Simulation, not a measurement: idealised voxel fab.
voxel self aligned vias: a process module
Cross-section cut spans 175 nm and uses square cells 5 nm in size.
A cross-section is written here as square cells arranged in a grid, and it is given in bands from the top down, each band taking up one or more rows of cells.
Read a band's entry like this: the first values are the height of its top and the height of its bottom in nm, and what follows is the sequence of materials from left to right, each with its width in nm. Note that "air" is empty space, and that a single material marked "all across" reaches across the band from edge to edge.
Height reference: 0 = level under which incoming wafer is all one material. Lowest band: no bottom, runs on downward, e.g. "0 nm and below".
A width such as "30 to 40" changes by the same amount from each row of cells to the next, from the band's top row to its bottom row.
For the purposes of this document, the phrase "no change occurred" attached to a step denotes that no cell within the cross-section was modified by that step.
"Cavities, closed" enumerates empty spaces isolated from the top, with no open way to it, that contain at least 8 cells, giving each as width x height at distance from the left edge, all three in nm.
after a step's settings: what the simulator itself notes on the step
You can add "overlay nm" to a step's line. For a step with a mask, it describes how far the mask lay to the right of its planned position, and a negative number describes a lay to the left.
PLAN
1,RECEIVE, material Si
2,CONFORMAL_DEP, material SiO2, thk nm 10
3,CONFORMAL_DEP, material SiCN, thk nm 5
4,DIRECTIONAL_DEP, material SiO2, thk nm 25
5,MASKED_ETCH, tone open, mask id LINES, width nm 25, pitch nm 55, etch materials SiO2, depth nm 15, overlay nm 0
6,CONFORMAL_DEP, material TiN, thk nm 5
7,FILL_DEP, material W, thk nm 5
8,CMP, height nm 40
9,SELECTIVE_ETCH, etch materials W Ru TiN, depth nm 5
10,FILL_DEP, material SiN, thk nm 5
11,CMP, height nm 40
12,DIRECTIONAL_DEP, material SiO2, thk nm 15
13,DIRECTIONAL_DEP, material aC, thk nm 10
14,PATTERN, tone open, mask id VIAS, material resist, width nm 35, pitch nm 55, thk nm 25, overlay nm 0
15,DIRECTIONAL_ETCH, etch materials aC, depth nm 10
16,STRIP, etch materials resist
17,DIRECTIONAL_ETCH, etch materials SiO2, depth nm 15
18,DIRECTIONAL_ETCH, etch materials SiN, depth nm 5
19,STRIP, etch materials aC
20,CONFORMAL_DEP, material TiN, thk nm 5
21,FILL_DEP, material Ru, thk nm 5
22,CMP, height nm 55
23,CONFORMAL_DEP, material SiN, thk nm 5
The plan's step 5 depth nm is the first wafer's value; the wafers differ in this setting and start identical.
INCOMING STATE OF THE FIRST OF SEVERAL WAFERS IN CROSS-SECTION: AFTER STEP 1
	0 nm and below | Si all across
	Cavities, closed: none
BELOW, A ROW FOR EVERY WAFER. READ IT AS THE END-OF-MODULE PICTURE: FOR EACH MATERIAL THE WAFER SHOWS ITS CELLS GAINED (+) OR LOST (-) SINCE IT WAS RECEIVED, AND THEN ITS CLOSED VOIDS
depth nm 15; +26 Ru; +35 SiCN; +35 SiN; +278 SiO2; +40 TiN; +6 W; Cavities, closed: none
depth nm 20; +26 Ru; +35 SiCN; +35 SiN; +268 SiO2; +44 TiN; +12 W; Cavities, closed: none
depth nm 25; +26 Ru; +35 SiCN; +35 SiN; +258 SiO2; +48 TiN; +18 W; Cavities, closed: none
depth nm 30; +26 Ru; +35 SiCN; +35 SiN; +258 SiO2; +48 TiN; +18 W; Cavities, closed: none
depth nm 35; +26 Ru; +35 SiCN; +35 SiN; +258 SiO2; +48 TiN; +18 W; Cavities, closed: none
depth nm 40; +26 Ru; +35 SiCN; +35 SiN; +258 SiO2; +48 TiN; +18 W; Cavities, closed: none
